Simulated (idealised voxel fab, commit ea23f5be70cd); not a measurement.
You're looking at the process module voxel wiring stack.
The cross-section on display is named cut; it measures 235 nm wide, and its cells are 5 nm squares.
How to read a cross-section here: the picture is a grid of square cells, written as bands going from the top down, and any band can span one or more rows of cells. For a band, the entry starts with two heights in nm, that of the top and then that of the bottom, and carries on with the band's materials in order from left to right, each alongside its width in nm; the word "everywhere" beside a single material means it fills the band edge to edge, and "empty" means empty space. Convention: height 0 is the level below which the wafer, as received, is all one material. The lowest band does not terminate at the bottom but continues downward, represented as "from 0 down". Width: "30..40" (first number = top row, second number = bottom row, same change from row to row of cells). Take "nothing got changed" at face value: in the step it is given for, the cross-section changed in none of its cells. The entry "Cavities, sealed" lists the empty spaces that cover at least 8 cells and have no open path to the top. Each is written as width x height at distance, where the distance is measured from the left edge and all three values are in nm. On each step's line, the part that comes after the settings is the simulator's own comment on the step. If you see "overlay nm" on a step's line and that step has a mask, it's telling you how far right of where it was planned the mask ended up; a negative number means it went left instead.
# List of planned process steps
1 RECEIVE with material Si
2 CONFORMAL_DEP with material SiO2, thk nm 15
3 DIRECTIONAL_DEP with material TiN, thk nm 5
4 DIRECTIONAL_DEP with material W, thk nm 20
5 DIRECTIONAL_DEP with material aC, thk nm 15
6 PATTERN with tone cover, mask id METAL_1, material resist, width nm 30, pitch nm 60, thk nm 30, overlay nm 0
7 DIRECTIONAL_ETCH with etch materials aC, depth nm 15
8 STRIP with etch materials resist
9 DIRECTIONAL_ETCH with etch materials W, depth nm 20
10 DIRECTIONAL_ETCH with etch materials TiN, depth nm 5
11 STRIP with etch materials aC
12 CONFORMAL_DEP with material SiCN, thk nm 5
13 FILL_DEP with material lowk, thk nm 10
14 CMP with height nm 40
15 CONFORMAL_DEP with material SiCN, thk nm 5
16 DIRECTIONAL_DEP with material SiO2, thk nm 20
17 MASKED_ETCH with tone open, mask id PLUG_1, width nm 15, pitch nm 120, etch materials SiO2, depth nm 20, overlay nm 0
18 MASKED_ETCH with tone open, mask id PLUG_1, width nm 15, pitch nm 120, etch materials SiCN, depth nm 5, overlay nm 0
19 CONFORMAL_DEP with material TiN, thk nm 5
20 FILL_DEP with material W, thk nm 5
21 CMP with height nm 65
22 CONFORMAL_DEP with material SiCN, thk nm 5
23 DIRECTIONAL_DEP with material SiO2, thk nm 15
24 PATTERN with tone open, mask id METAL_2, material resist, width nm 30, pitch nm 60, thk nm 20, overlay nm 0
25 DIRECTIONAL_ETCH with etch materials SiO2, depth nm 15
26 DIRECTIONAL_ETCH with etch materials SiCN, depth nm 5
27 STRIP with etch materials resist
28 CONFORMAL_DEP with material TiN, thk nm 5
29 FILL_DEP with material W, thk nm 5
30 CMP with height nm 85
31 CONFORMAL_DEP with material SiCN, thk nm 5
32 DIRECTIONAL_DEP with material SiO2, thk nm 10
33 MASKED_ETCH with tone open, mask id PLUG_2, width nm 15, pitch nm 60, etch materials SiO2, depth nm 10, overlay nm 0
34 MASKED_ETCH with tone open, mask id PLUG_2, width nm 15, pitch nm 60, etch materials SiCN, depth nm 5, overlay nm 0
35 CONFORMAL_DEP with material TiN, thk nm 5
36 FILL_DEP with material W, thk nm 5
37 CMP with height nm 100
38 DIRECTIONAL_DEP with material TiN, thk nm 5
39 DIRECTIONAL_DEP with material Ru, thk nm 25
40 MASKED_ETCH with tone cover, mask id METAL_3, width nm 30, pitch nm 60, etch materials Ru, depth nm 25, overlay nm 0
41 MASKED_ETCH with tone cover, mask id METAL_3, width nm 30, pitch nm 60, etch materials TiN, depth nm 5, overlay nm 0
42 CONFORMAL_DEP with material SiN, thk nm 5
43 FILL_DEP with material lowk, thk nm 5
44 CMP with height nm 130
45 CONFORMAL_DEP with material SiCN, thk nm 5
# The first of two wafers, run as planned
# The cross-section here shows the wafer as received, i.e. in its state after step 1
    from 0 down: Si everywhere
    Cavities, sealed: none
# after step 2
    from 15 to 0: SiO2 everywhere
    Lower than 0, everything is as it was.
# after step 3
    from 20 to 15: TiN everywhere
    Lower than 15, everything is as it was.
# after step 4
    from 40 to 20: W everywhere
    Lower than 20, everything is as it was.
# after step 5
    from 55 to 40: aC everywhere
    Lower than 40, everything is as it was.
# after step 6
    from 85 to 55: empty=40, then resist=30, then empty=30, then resist=30, then empty=30, then resist=30, then empty=45
    Lower than 55, everything is as it was.
# after step 7
    from 70 to 55: empty=40, then resist=30, then empty=30, then resist=30, then empty=30, then resist=30, then empty=45
    from 55 to 40: empty=40, then aC=30, then empty=30, then aC=30, then empty=30, then aC=30, then empty=45
    Lower than 40, everything is as it was.
# after step 8
    from 55 to 40: empty=40, then aC=30, then empty=30, then aC=30, then empty=30, then aC=30, then empty=45
    Lower than 40, everything is as it was.
# after step 9
    from 55 to 40: empty=40, then aC=30, then empty=30, then aC=30, then empty=30, then aC=30, then empty=45
    from 40 to 20: empty=40, then W=30, then empty=30, then W=30, then empty=30, then W=30, then empty=45
    Lower than 20, everything is as it was.
# after step 10
    from 55 to 40: empty=40, then aC=30, then empty=30, then aC=30, then empty=30, then aC=30, then empty=45
    from 40 to 20: empty=40, then W=30, then empty=30, then W=30, then empty=30, then W=30, then empty=45
    from 20 to 15: empty=40, then TiN=30, then empty=30, then TiN=30, then empty=30, then TiN=30, then empty=45
    Lower than 15, everything is as it was.
# after step 11
    from 40 to 20: empty=40, then W=30, then empty=30, then W=30, then empty=30, then W=30, then empty=45
    Lower than 20, everything is as it was.
# after step 12
    from 45 to 40: empty=35, then SiCN=40, then empty=20, then SiCN=40, then empty=20, then SiCN=40, then empty=40
    from 40 to 20: empty=35, then SiCN=5, then W=30, then SiCN=5, then empty=20, then SiCN=5, then W=30, then SiCN=5, then empty=20, then SiCN=5, then W=30, then SiCN=5, then empty=40
    from 20 to 15: SiCN=40, then TiN=30, then SiCN=30, then TiN=30, then SiCN=30, then TiN=30, then SiCN=45
    Lower than 15, everything is as it was.
# after step 13
    from 55 to 45: lowk everywhere
    from 45 to 40: lowk=35, then SiCN=40, then lowk=20, then SiCN=40, then lowk=20, then SiCN=40, then lowk=40
    from 40 to 20: lowk=35, then SiCN=5, then W=30, then SiCN=5, then lowk=20, then SiCN=5, then W=30, then SiCN=5, then lowk=20, then SiCN=5, then W=30, then SiCN=5, then lowk=40
    Lower than 20, everything is as it was.
# after step 14
    from 40 to 20: lowk=35, then SiCN=5, then W=30, then SiCN=5, then lowk=20, then SiCN=5, then W=30, then SiCN=5, then lowk=20, then SiCN=5, then W=30, then SiCN=5, then lowk=40
    Lower than 20, everything is as it was.
# after step 15
    from 45 to 40: SiCN everywhere
    Lower than 40, everything is as it was.
# after step 16
    from 65 to 45: SiO2 everywhere
    Lower than 45, everything is as it was.
# after step 17
    from 65 to 45: SiO2=40, then empty=15, then SiO2=105, then empty=15, then SiO2=60
    Lower than 45, everything is as it was.
# after step 18
    from 65 to 45: SiO2=40, then empty=15, then SiO2=105, then empty=15, then SiO2=60
    from 45 to 40: SiCN=40, then empty=15, then SiCN=105, then empty=15, then SiCN=60
    Lower than 40, everything is as it was.
# after step 19
    from 70 to 65: TiN=45, then empty=5, then TiN=115, then empty=5, then TiN=65
    from 65 to 45: SiO2=40, then TiN=5, then empty=5, then TiN=5, then SiO2=105, then TiN=5, then empty=5, then TiN=5, then SiO2=60
    from 45 to 40: SiCN=40, then TiN=15, then SiCN=105, then TiN=15, then SiCN=60
    Lower than 40, everything is as it was.
# after step 20
    from 75 to 70: W everywhere
    from 70 to 65: TiN=45, then W=5, then TiN=115, then W=5, then TiN=65
    from 65 to 45: SiO2=40, then TiN=5, then W=5, then TiN=5, then SiO2=105, then TiN=5, then W=5, then TiN=5, then SiO2=60
    Lower than 45, everything is as it was.
# after step 21
    from 65 to 45: SiO2=40, then TiN=5, then W=5, then TiN=5, then SiO2=105, then TiN=5, then W=5, then TiN=5, then SiO2=60
    Lower than 45, everything is as it was.
# after step 22
    from 70 to 65: SiCN everywhere
    Lower than 65, everything is as it was.
# after step 23
    from 85 to 70: SiO2 everywhere
    Lower than 70, everything is as it was.
# after step 24
    from 105 to 85: resist=40, then empty=30, then resist=30, then empty=30, then resist=30, then empty=30, then resist=45
    Lower than 85, everything is as it was.
# after step 25
    from 105 to 85: resist=40, then empty=30, then resist=30, then empty=30, then resist=30, then empty=30, then resist=45
    from 85 to 70: SiO2=40, then empty=30, then SiO2=30, then empty=30, then SiO2=30, then empty=30, then SiO2=45
    Lower than 70, everything is as it was.
# after step 26
    from 105 to 85: resist=40, then empty=30, then resist=30, then empty=30, then resist=30, then empty=30, then resist=45
    from 85 to 70: SiO2=40, then empty=30, then SiO2=30, then empty=30, then SiO2=30, then empty=30, then SiO2=45
    from 70 to 65: SiCN=40, then empty=30, then SiCN=30, then empty=30, then SiCN=30, then empty=30, then SiCN=45
    Lower than 65, everything is as it was.
# after step 27
    from 85 to 70: SiO2=40, then empty=30, then SiO2=30, then empty=30, then SiO2=30, then empty=30, then SiO2=45
    Lower than 70, everything is as it was.
# after step 28
    from 90 to 85: TiN=45, then empty=20, then TiN=40, then empty=20, then TiN=40, then empty=20, then TiN=50
    from 85 to 70: SiO2=40, then TiN=5, then empty=20, then TiN=5, then SiO2=30, then TiN=5, then empty=20, then TiN=5, then SiO2=30, then TiN=5, then empty=20, then TiN=5, then SiO2=45
    from 70 to 65: SiCN=40, then TiN=30, then SiCN=30, then TiN=30, then SiCN=30, then TiN=30, then SiCN=45
    Lower than 65, everything is as it was.
# after step 29
    from 95 to 90: W everywhere
    from 90 to 85: TiN=45, then W=20, then TiN=40, then W=20, then TiN=40, then W=20, then TiN=50
    from 85 to 70: SiO2=40, then TiN=5, then W=20, then TiN=5, then SiO2=30, then TiN=5, then W=20, then TiN=5, then SiO2=30, then TiN=5, then W=20, then TiN=5, then SiO2=45
    Lower than 70, everything is as it was.
# after step 30
    from 85 to 70: SiO2=40, then TiN=5, then W=20, then TiN=5, then SiO2=30, then TiN=5, then W=20, then TiN=5, then SiO2=30, then TiN=5, then W=20, then TiN=5, then SiO2=45
    Lower than 70, everything is as it was.
# after step 31
    from 90 to 85: SiCN everywhere
    Lower than 85, everything is as it was.
# after step 32
    from 100 to 90: SiO2 everywhere
    Lower than 90, everything is as it was.
# after step 33
    from 100 to 90: SiO2=40, then empty=15, then SiO2=45, then empty=15, then SiO2=45, then empty=15, then SiO2=60
    Lower than 90, everything is as it was.
# after step 34
    from 100 to 90: SiO2=40, then empty=15, then SiO2=45, then empty=15, then SiO2=45, then empty=15, then SiO2=60
    from 90 to 85: SiCN=40, then empty=15, then SiCN=45, then empty=15, then SiCN=45, then empty=15, then SiCN=60
    Lower than 85, everything is as it was.
# after step 35
    from 105 to 100: TiN=45, then empty=5, then TiN=55, then empty=5, then TiN=55, then empty=5, then TiN=65
    from 100 to 90: SiO2=40, then TiN=5, then empty=5, then TiN=5, then SiO2=45, then TiN=5, then empty=5, then TiN=5, then SiO2=45, then TiN=5, then empty=5, then TiN=5, then SiO2=60
    from 90 to 85: SiCN=40, then TiN=15, then SiCN=45, then TiN=15, then SiCN=45, then TiN=15, then SiCN=60
    Lower than 85, everything is as it was.
# after step 36
    from 110 to 105: W everywhere
    from 105 to 100: TiN=45, then W=5, then TiN=55, then W=5, then TiN=55, then W=5, then TiN=65
    from 100 to 90: SiO2=40, then TiN=5, then W=5, then TiN=5, then SiO2=45, then TiN=5, then W=5, then TiN=5, then SiO2=45, then TiN=5, then W=5, then TiN=5, then SiO2=60
    Lower than 90, everything is as it was.
# after step 37
    from 100 to 90: SiO2=40, then TiN=5, then W=5, then TiN=5, then SiO2=45, then TiN=5, then W=5, then TiN=5, then SiO2=45, then TiN=5, then W=5, then TiN=5, then SiO2=60
    Lower than 90, everything is as it was.
# after step 38
    from 105 to 100: TiN everywhere
    Lower than 100, everything is as it was.
# after step 39
    from 130 to 105: Ru everywhere
    Lower than 105, everything is as it was.
# after step 40
    from 130 to 105: empty=40, then Ru=30, then empty=30, then Ru=30, then empty=30, then Ru=30, then empty=45
    Lower than 105, everything is as it was.
# after step 41
    from 130 to 105: empty=40, then Ru=30, then empty=30, then Ru=30, then empty=30, then Ru=30, then empty=45
    from 105 to 100: empty=40, then TiN=30, then empty=30, then TiN=30, then empty=30, then TiN=30, then empty=45
    Lower than 100, everything is as it was.
# after step 42
    from 135 to 130: empty=35, then SiN=40, then empty=20, then SiN=40, then empty=20, then SiN=40, then empty=40
    from 130 to 105: empty=35, then SiN=5, then Ru=30, then SiN=5, then empty=20, then SiN=5, then Ru=30, then SiN=5, then empty=20, then SiN=5, then Ru=30, then SiN=5, then empty=40
    from 105 to 100: SiN=40, then TiN=30, then SiN=30, then TiN=30, then SiN=30, then TiN=30, then SiN=45
    Lower than 100, everything is as it was.
# after step 43
    from 140 to 135: lowk everywhere
    from 135 to 130: lowk=35, then SiN=40, then lowk=20, then SiN=40, then lowk=20, then SiN=40, then lowk=40
    from 130 to 105: lowk=35, then SiN=5, then Ru=30, then SiN=5, then lowk=20, then SiN=5, then Ru=30, then SiN=5, then lowk=20, then SiN=5, then Ru=30, then SiN=5, then lowk=40
    Lower than 105, everything is as it was.
# after step 44
    from 130 to 105: lowk=35, then SiN=5, then Ru=30, then SiN=5, then lowk=20, then SiN=5, then Ru=30, then SiN=5, then lowk=20, then SiN=5, then Ru=30, then SiN=5, then lowk=40
    Lower than 105, everything is as it was.
# after step 45
    from 135 to 130: SiCN everywhere
    Lower than 130, everything is as it was.
# The second wafer: identical to the first at the outset and in its planned sequence, differing only in that one mistake was made during processing; up to and including step 23, its path is the first wafer's path
# Second wafer: cross-section at the scheduled end of step 24
    from 105 to 85: resist=45, then empty=25, then resist=35, then empty=25, then resist=35, then empty=25, then resist=45
    Lower than 85, everything is as it was.
# Second wafer: cross-section at the scheduled end of step 25
    from 105 to 85: resist=45, then empty=25, then resist=35, then empty=25, then resist=35, then empty=25, then resist=45
    from 85 to 70: SiO2=45, then empty=25, then SiO2=35, then empty=25, then SiO2=35, then empty=25, then SiO2=45
    Lower than 70, everything is as it was.
# Second wafer: cross-section at the scheduled end of step 26
    from 105 to 85: resist=45, then empty=25, then resist=35, then empty=25, then resist=35, then empty=25, then resist=45
    from 85 to 70: SiO2=45, then empty=25, then SiO2=35, then empty=25, then SiO2=35, then empty=25, then SiO2=45
    from 70 to 65: SiCN=45, then empty=25, then SiCN=35, then empty=25, then SiCN=35, then empty=25, then SiCN=45
    Lower than 65, everything is as it was.
# Second wafer: cross-section at the scheduled end of step 27
    from 85 to 70: SiO2=45, then empty=25, then SiO2=35, then empty=25, then SiO2=35, then empty=25, then SiO2=45
    Lower than 70, everything is as it was.
# Second wafer: cross-section at the scheduled end of step 28
    from 90 to 85: TiN=50, then empty=15, then TiN=45, then empty=15, then TiN=45, then empty=15, then TiN=50
    from 85 to 70: SiO2=45, then TiN=5, then empty=15, then TiN=5, then SiO2=35, then TiN=5, then empty=15, then TiN=5, then SiO2=35, then TiN=5, then empty=15, then TiN=5, then SiO2=45
    from 70 to 65: SiCN=45, then TiN=25, then SiCN=35, then TiN=25, then SiCN=35, then TiN=25, then SiCN=45
    Lower than 65, everything is as it was.
# Second wafer: cross-section at the scheduled end of step 29
    from 95 to 90: W everywhere
    from 90 to 85: TiN=50, then W=15, then TiN=45, then W=15, then TiN=45, then W=15, then TiN=50
    from 85 to 70: SiO2=45, then TiN=5, then W=15, then TiN=5, then SiO2=35, then TiN=5, then W=15, then TiN=5, then SiO2=35, then TiN=5, then W=15, then TiN=5, then SiO2=45
    Lower than 70, everything is as it was.
# Second wafer: cross-section at the scheduled end of step 30
    from 85 to 70: SiO2=45, then TiN=5, then W=15, then TiN=5, then SiO2=35, then TiN=5, then W=15, then TiN=5, then SiO2=35, then TiN=5, then W=15, then TiN=5, then SiO2=45
    Lower than 70, everything is as it was.
# Second wafer: cross-section at the scheduled end of step 31
    from 90 to 85: SiCN everywhere
    Lower than 85, everything is as it was.
# Second wafer: cross-section at the scheduled end of step 32
    from 100 to 90: SiO2 everywhere
    Lower than 90, everything is as it was.
# Second wafer: cross-section at the scheduled end of step 33
    from 100 to 90: SiO2=40, then empty=15, then SiO2=45, then empty=15, then SiO2=45, then empty=15, then SiO2=60
    Lower than 90, everything is as it was.
# Second wafer: cross-section at the scheduled end of step 34
    from 100 to 90: SiO2=40, then empty=15, then SiO2=45, then empty=15, then SiO2=45, then empty=15, then SiO2=60
    from 90 to 85: SiCN=40, then empty=15, then SiCN=45, then empty=15, then SiCN=45, then empty=15, then SiCN=60
    Lower than 85, everything is as it was.
# Second wafer: cross-section at the scheduled end of step 35
    from 105 to 100: TiN=45, then empty=5, then TiN=55, then empty=5, then TiN=55, then empty=5, then TiN=65
    from 100 to 90: SiO2=40, then TiN=5, then empty=5, then TiN=5, then SiO2=45, then TiN=5, then empty=5, then TiN=5, then SiO2=45, then TiN=5, then empty=5, then TiN=5, then SiO2=60
    from 90 to 85: SiCN=40, then TiN=15, then SiCN=45, then TiN=15, then SiCN=45, then TiN=15, then SiCN=60
    Lower than 85, everything is as it was.
# Second wafer: cross-section at the scheduled end of step 36
    from 110 to 105: W everywhere
    from 105 to 100: TiN=45, then W=5, then TiN=55, then W=5, then TiN=55, then W=5, then TiN=65
    from 100 to 90: SiO2=40, then TiN=5, then W=5, then TiN=5, then SiO2=45, then TiN=5, then W=5, then TiN=5, then SiO2=45, then TiN=5, then W=5, then TiN=5, then SiO2=60
    Lower than 90, everything is as it was.
# Second wafer: cross-section at the scheduled end of step 37
    from 100 to 90: SiO2=40, then TiN=5, then W=5, then TiN=5, then SiO2=45, then TiN=5, then W=5, then TiN=5, then SiO2=45, then TiN=5, then W=5, then TiN=5, then SiO2=60
    Lower than 90, everything is as it was.
# Second wafer: cross-section at the scheduled end of step 38
    from 105 to 100: TiN everywhere
    Lower than 100, everything is as it was.
# Second wafer: cross-section at the scheduled end of step 39
    from 130 to 105: Ru everywhere
    Lower than 105, everything is as it was.
# Second wafer: cross-section at the scheduled end of step 40
    from 130 to 105: empty=40, then Ru=30, then empty=30, then Ru=30, then empty=30, then Ru=30, then empty=45
    Lower than 105, everything is as it was.
# Second wafer: cross-section at the scheduled end of step 41
    from 130 to 105: empty=40, then Ru=30, then empty=30, then Ru=30, then empty=30, then Ru=30, then empty=45
    from 105 to 100: empty=40, then TiN=30, then empty=30, then TiN=30, then empty=30, then TiN=30, then empty=45
    Lower than 100, everything is as it was.
# Second wafer: cross-section at the scheduled end of step 42
    from 135 to 130: empty=35, then SiN=40, then empty=20, then SiN=40, then empty=20, then SiN=40, then empty=40
    from 130 to 105: empty=35, then SiN=5, then Ru=30, then SiN=5, then empty=20, then SiN=5, then Ru=30, then SiN=5, then empty=20, then SiN=5, then Ru=30, then SiN=5, then empty=40
    from 105 to 100: SiN=40, then TiN=30, then SiN=30, then TiN=30, then SiN=30, then TiN=30, then SiN=45
    Lower than 100, everything is as it was.
# Second wafer: cross-section at the scheduled end of step 43
    from 140 to 135: lowk everywhere
    from 135 to 130: lowk=35, then SiN=40, then lowk=20, then SiN=40, then lowk=20, then SiN=40, then lowk=40
    from 130 to 105: lowk=35, then SiN=5, then Ru=30, then SiN=5, then lowk=20, then SiN=5, then Ru=30, then SiN=5, then lowk=20, then SiN=5, then Ru=30, then SiN=5, then lowk=40
    Lower than 105, everything is as it was.
# Second wafer: cross-section at the scheduled end of step 44
    from 130 to 105: lowk=35, then SiN=5, then Ru=30, then SiN=5, then lowk=20, then SiN=5, then Ru=30, then SiN=5, then lowk=20, then SiN=5, then Ru=30, then SiN=5, then lowk=40
    Lower than 105, everything is as it was.
# Second wafer: cross-section at the scheduled end of step 45
    from 135 to 130: SiCN everywhere
    Lower than 130, everything is as it was.
Here's what went sideways: in deviation from the planned setting, step 24 was conducted as PATTERN with tone open, mask id METAL_2, material resist, width nm 25, pitch nm 60, thk nm 20, overlay nm 0
It is noted that, at the conclusion of processing, the second wafer exhibits a higher or lower cell count for certain materials relative to the first: +3 SiCN, +9 SiO2, -3 TiN, -9 W
